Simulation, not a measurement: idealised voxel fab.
Process module heading - voxel air gaps
The figure presents cross-section cut, which has a width of 285 nm and is divided into square cells with an edge length of 5 nm.
When this document writes out a cross-section, it uses a grid of square cells and lists it as bands, beginning at the top and moving down, with a band standing for one or more rows of cells. A band entry consists of two parts. The first gives the height of the band's top and the height of its bottom, in nm. The rest lists the band's materials from left to right, each with its width in nm. A single material labelled with the word "everywhere" fills the band from edge to edge, and the word "air" marks empty space. Heights are expressed relative to 0, this being the level below which the as-received wafer comprises one material exclusively. The lowest band is unbounded in the downward direction and is denoted as in "0..down". The two numbers in a width such as "30->40" mark its ends across the band: the first belongs to the top row of cells, the second to the bottom row, and from each row to the next the width moves by the same amount. The designation "all unchanged", where it is given for a processing step, indicates that no cell of the cross-section was altered in the course of that step. This entry, "Completely sealed voids", enumerates those empty regions of no fewer than 8 cells that possess no open connection to the top. Each region is reported in the form width x height at distance, the distance being taken from the left edge, with all three quantities expressed in nm. Anything after a step's settings on that line? It's the simulator's own note about the step. Steps that use a mask can have "overlay nm" on their line. It says how far the mask sat to the right of where it was meant to be. Negative means to the left. So the way this works: pairs, before and after one process step. The after picture only goes down to the lowest band that actually changed, nothing below. Step and its settings are under each pair. And watch out, pairs might come from different runs of this module, same starting wafer though, so a pair only follows on from the one above if its "Cross-section, before" entry tells you so.

Cross-section, before:
* 65..55 = 75 air / 45 Ru / 5 air / 45 Ru / 5 air / 45 Ru / 65 air
* 55..25 = 85 air / 5 TiN / 15 W / 5 TiN / 25 air / 5 TiN / 15 W / 5 TiN / 25 air / 5 TiN / 15 W / 5 TiN / 75 air
* 25..20 = 85 air / 25 TiN / 25 air / 25 TiN / 25 air / 25 TiN / 75 air
* 20..15 = SiN everywhere
* 15..0 = SiO2 everywhere
* 0..down = Si everywhere
* Completely sealed voids: none

Resulting Structure:
* 70..65 = 70 air / 155 SiCN / 60 air
* 65..55 = 70 air / 5 SiCN / 45 Ru / 5 SiCN / 45 Ru / 5 SiCN / 45 Ru / 5 SiCN / 60 air
* 55..50 = 70 air / 15 SiCN / 5 TiN / 15 W / 5 TiN / 25 SiCN / 5 TiN / 15 W / 5 TiN / 25 SiCN / 5 TiN / 15 W / 5 TiN / 15 SiCN / 60 air
* 50..25 = 80 air / 5 SiCN / 5 TiN / 15 W / 5 TiN / 5 SiCN / 15 air / 5 SiCN / 5 TiN / 15 W / 5 TiN / 5 SiCN / 15 air / 5 SiCN / 5 TiN / 15 W / 5 TiN / 5 SiCN / 70 air
* 25..20 = 85 SiCN / 25 TiN / 25 SiCN / 25 TiN / 25 SiCN / 25 TiN / 75 SiCN
* Anything lower than 20 is untouched.
* Completely sealed voids: 15 x 25 at 115; 15 x 25 at 165
The two cross-sections above are separated by a single process step, namely CONFORMAL_DEP, material SiCN, thk nm 5

Cross-section, before:
* 15..0 = SiO2 everywhere
* 0..down = Si everywhere
* Completely sealed voids: none

Resulting Structure:
* 20..15 = TiN everywhere
* Anything lower than 15 is untouched.
* Completely sealed voids: none
The two cross-sections above are separated by a single process step, namely CONFORMAL_DEP, material TiN, thk nm 5

Cross-section, before: see the after view in the pair directly above.

Resulting Structure:
* 55..20 = SiO2 everywhere
* Anything lower than 20 is untouched.
* Completely sealed voids: none
The two cross-sections above are separated by a single process step, namely DIRECTIONAL_DEP, material SiO2, thk nm 35

Cross-section, before: see the after view in the pair directly above.

Resulting Structure:
* 75..55 = 80 resist / 25 air / 25 resist / 25 air / 25 resist / 25 air / 80 resist
* Anything lower than 55 is untouched.
* Completely sealed voids: none
The two cross-sections above are separated by a single process step, namely PATTERN, tone open, mask id LINES, material resist, width nm 25, pitch nm 50, thk nm 20, overlay nm 0

Cross-section, before: see the after view in the pair directly above.

Resulting Structure:
* 75..55 = 80 resist / 25 air / 25 resist / 25 air / 25 resist / 25 air / 80 resist
* 55..20 = 80 SiO2 / 25 air / 25 SiO2 / 25 air / 25 SiO2 / 25 air / 80 SiO2
* Anything lower than 20 is untouched.
* Completely sealed voids: none
The two cross-sections above are separated by a single process step, namely DIRECTIONAL_ETCH, etch materials SiO2, depth nm 35

Cross-section, before: see the after view in the pair directly above.

Resulting Structure:
* 55..20 = 80 SiO2 / 25 air / 25 SiO2 / 25 air / 25 SiO2 / 25 air / 80 SiO2
* Anything lower than 20 is untouched.
* Completely sealed voids: none
The two cross-sections above are separated by a single process step, namely STRIP, etch materials resist

Cross-section, before: see the after view in the pair directly above.

Resulting Structure:
* 60..55 = 85 TiN / 15 air / 35 TiN / 15 air / 35 TiN / 15 air / 85 TiN
* 55..25 = 80 SiO2 / 5 TiN / 15 air / 5 TiN / 25 SiO2 / 5 TiN / 15 air / 5 TiN / 25 SiO2 / 5 TiN / 15 air / 5 TiN / 80 SiO2
* 25..20 = 80 SiO2 / 25 TiN / 25 SiO2 / 25 TiN / 25 SiO2 / 25 TiN / 80 SiO2
* Anything lower than 20 is untouched.
* Completely sealed voids: none
The two cross-sections above are separated by a single process step, namely CONFORMAL_DEP, material TiN, thk nm 5

Cross-section, before: see the after view in the pair directly above.

Resulting Structure:
* 65..60 = W everywhere
* 60..55 = 85 TiN / 15 W / 35 TiN / 15 W / 35 TiN / 15 W / 85 TiN
* 55..25 = 80 SiO2 / 5 TiN / 15 W / 5 TiN / 25 SiO2 / 5 TiN / 15 W / 5 TiN / 25 SiO2 / 5 TiN / 15 W / 5 TiN / 80 SiO2
* Anything lower than 25 is untouched.
* Completely sealed voids: none
The two cross-sections above are separated by a single process step, namely FILL_DEP, material W, thk nm 5

Cross-section, before: see the after view in the pair directly above.

Resulting Structure:
* 55..25 = 80 SiO2 / 5 TiN / 15 W / 5 TiN / 25 SiO2 / 5 TiN / 15 W / 5 TiN / 25 SiO2 / 5 TiN / 15 W / 5 TiN / 80 SiO2
* Anything lower than 25 is untouched.
* Completely sealed voids: none
The two cross-sections above are separated by a single process step, namely CMP, height nm 55

Cross-section, before: see the after view in the pair directly above.

Resulting Structure:
* 65..55 = 70 air / 45 Ru / 5 air / 45 Ru / 5 air / 45 Ru / 70 air
* Anything lower than 55 is untouched.
* Completely sealed voids: none
The two cross-sections above are separated by a single process step, namely EPI, material Ru, thk nm 10

Cross-section, before: see the after view in the pair directly above.

Resulting Structure:
* 65..55 = 70 air / 45 Ru / 5 air / 45 Ru / 5 air / 45 Ru / 70 air
* 55..25 = 80 air / 5 TiN / 15 W / 5 TiN / 25 air / 5 TiN / 15 W / 5 TiN / 25 air / 5 TiN / 15 W / 5 TiN / 80 air
* 25..20 = 80 air / 25 TiN / 25 air / 25 TiN / 25 air / 25 TiN / 80 air
* Anything lower than 20 is untouched.
* Completely sealed voids: none
The two cross-sections above are separated by a single process step, namely SELECTIVE_ETCH, etch materials SiO2, depth nm 45

Cross-section, before: see the after view in the pair directly above.

Resulting Structure:
* 70..65 = 65 air / 155 SiCN / 65 air
* 65..55 = 65 air / 5 SiCN / 45 Ru / 5 SiCN / 45 Ru / 5 SiCN / 45 Ru / 5 SiCN / 65 air
* 55..50 = 65 air / 15 SiCN / 5 TiN / 15 W / 5 TiN / 25 SiCN / 5 TiN / 15 W / 5 TiN / 25 SiCN / 5 TiN / 15 W / 5 TiN / 15 SiCN / 65 air
* 50..25 = 75 air / 5 SiCN / 5 TiN / 15 W / 5 TiN / 5 SiCN / 15 air / 5 SiCN / 5 TiN / 15 W / 5 TiN / 5 SiCN / 15 air / 5 SiCN / 5 TiN / 15 W / 5 TiN / 5 SiCN / 75 air
* 25..20 = 80 SiCN / 25 TiN / 25 SiCN / 25 TiN / 25 SiCN / 25 TiN / 80 SiCN
* Anything lower than 20 is untouched.
* Completely sealed voids: 15 x 25 at 110; 15 x 25 at 160
The two cross-sections above are separated by a single process step, namely CONFORMAL_DEP, material SiCN, thk nm 5

Cross-section, before:
* 55..20 = SiO2 everywhere
* 20..15 = SiN everywhere
* 15..0 = SiO2 everywhere
* 0..down = Si everywhere
* Completely sealed voids: none

Resulting Structure:
* 75..55 = 80 air / 25 resist / 25 air / 25 resist / 25 air / 25 resist / 80 air
* Anything lower than 55 is untouched.
* Completely sealed voids: none
The two cross-sections above are separated by a single process step, namely PATTERN, tone cover, mask id LINES, material resist, width nm 25, pitch nm 50, thk nm 20, overlay nm 0

Cross-section, before: see the after view in the pair directly above.

Resulting Structure:
* 75..55 = 80 air / 25 resist / 25 air / 25 resist / 25 air / 25 resist / 80 air
* 55..20 = 80 air / 25 SiO2 / 25 air / 25 SiO2 / 25 air / 25 SiO2 / 80 air
* Anything lower than 20 is untouched.
* Completely sealed voids: none
The two cross-sections above are separated by a single process step, namely DIRECTIONAL_ETCH, etch materials SiO2, depth nm 35

Cross-section, before: see the after view in the pair directly above.

Resulting Structure:
* 55..20 = 80 air / 25 SiO2 / 25 air / 25 SiO2 / 25 air / 25 SiO2 / 80 air
* Anything lower than 20 is untouched.
* Completely sealed voids: none
The two cross-sections above are separated by a single process step, namely STRIP, etch materials resist

Cross-section, before: see the after view in the pair directly above.

Resulting Structure:
* 60..55 = 75 air / 35 TiN / 15 air / 35 TiN / 15 air / 35 TiN / 75 air
* 55..25 = 75 air / 5 TiN / 25 SiO2 / 5 TiN / 15 air / 5 TiN / 25 SiO2 / 5 TiN / 15 air / 5 TiN / 25 SiO2 / 5 TiN / 75 air
* 25..20 = 80 TiN / 25 SiO2 / 25 TiN / 25 SiO2 / 25 TiN / 25 SiO2 / 80 TiN
* Anything lower than 20 is untouched.
* Completely sealed voids: none
The two cross-sections above are separated by a single process step, namely CONFORMAL_DEP, material TiN, thk nm 5

Cross-section, before: see the after view in the pair directly above.

Resulting Structure:
* 65..60 = W everywhere
* 60..55 = 75 W / 35 TiN / 15 W / 35 TiN / 15 W / 35 TiN / 75 W
* 55..25 = 75 W / 5 TiN / 25 SiO2 / 5 TiN / 15 W / 5 TiN / 25 SiO2 / 5 TiN / 15 W / 5 TiN / 25 SiO2 / 5 TiN / 75 W
* Anything lower than 25 is untouched.
* Completely sealed voids: none
The two cross-sections above are separated by a single process step, namely FILL_DEP, material W, thk nm 5

Cross-section, before: see the after view in the pair directly above.

Resulting Structure:
* 55..25 = 75 W / 5 TiN / 25 SiO2 / 5 TiN / 15 W / 5 TiN / 25 SiO2 / 5 TiN / 15 W / 5 TiN / 25 SiO2 / 5 TiN / 75 W
* Anything lower than 25 is untouched.
* Completely sealed voids: none
The two cross-sections above are separated by a single process step, namely CMP, height nm 55

Cross-section, before: see the after view in the pair directly above.

Resulting Structure:
* 65..55 = 90 Ru / 5 air / 45 Ru / 5 air / 45 Ru / 5 air / 90 Ru
* Anything lower than 55 is untouched.
* Completely sealed voids: none
The two cross-sections above are separated by a single process step, namely EPI, material Ru, thk nm 10

Cross-section, before: see the after view in the pair directly above.

Resulting Structure:
* 65..55 = 90 Ru / 5 air / 45 Ru / 5 air / 45 Ru / 5 air / 90 Ru
* 55..25 = 75 W / 5 TiN / 25 air / 5 TiN / 15 W / 5 TiN / 25 air / 5 TiN / 15 W / 5 TiN / 25 air / 5 TiN / 75 W
* 25..20 = 80 TiN / 25 air / 25 TiN / 25 air / 25 TiN / 25 air / 80 TiN
* Anything lower than 20 is untouched.
* Completely sealed voids: none
The two cross-sections above are separated by a single process step, namely SELECTIVE_ETCH, etch materials SiO2, depth nm 45

Cross-section, before: see the after view in the pair directly above.

Resulting Structure:
* 70..65 = SiCN everywhere
* 65..55 = 90 Ru / 5 SiCN / 45 Ru / 5 SiCN / 45 Ru / 5 SiCN / 90 Ru
* 55..50 = 75 W / 5 TiN / 25 SiCN / 5 TiN / 15 W / 5 TiN / 25 SiCN / 5 TiN / 15 W / 5 TiN / 25 SiCN / 5 TiN / 75 W
* 50..25 = 75 W / 5 TiN / 5 SiCN / 15 air / 5 SiCN / 5 TiN / 15 W / 5 TiN / 5 SiCN / 15 air / 5 SiCN / 5 TiN / 15 W / 5 TiN / 5 SiCN / 15 air / 5 SiCN / 5 TiN / 75 W
* 25..20 = 80 TiN / 25 SiCN / 25 TiN / 25 SiCN / 25 TiN / 25 SiCN / 80 TiN
* Anything lower than 20 is untouched.
* Completely sealed voids: 15 x 25 at 85; 15 x 25 at 135; 15 x 25 at 185
The two cross-sections above are separated by a single process step, namely CONFORMAL_DEP, material SiCN, thk nm 5
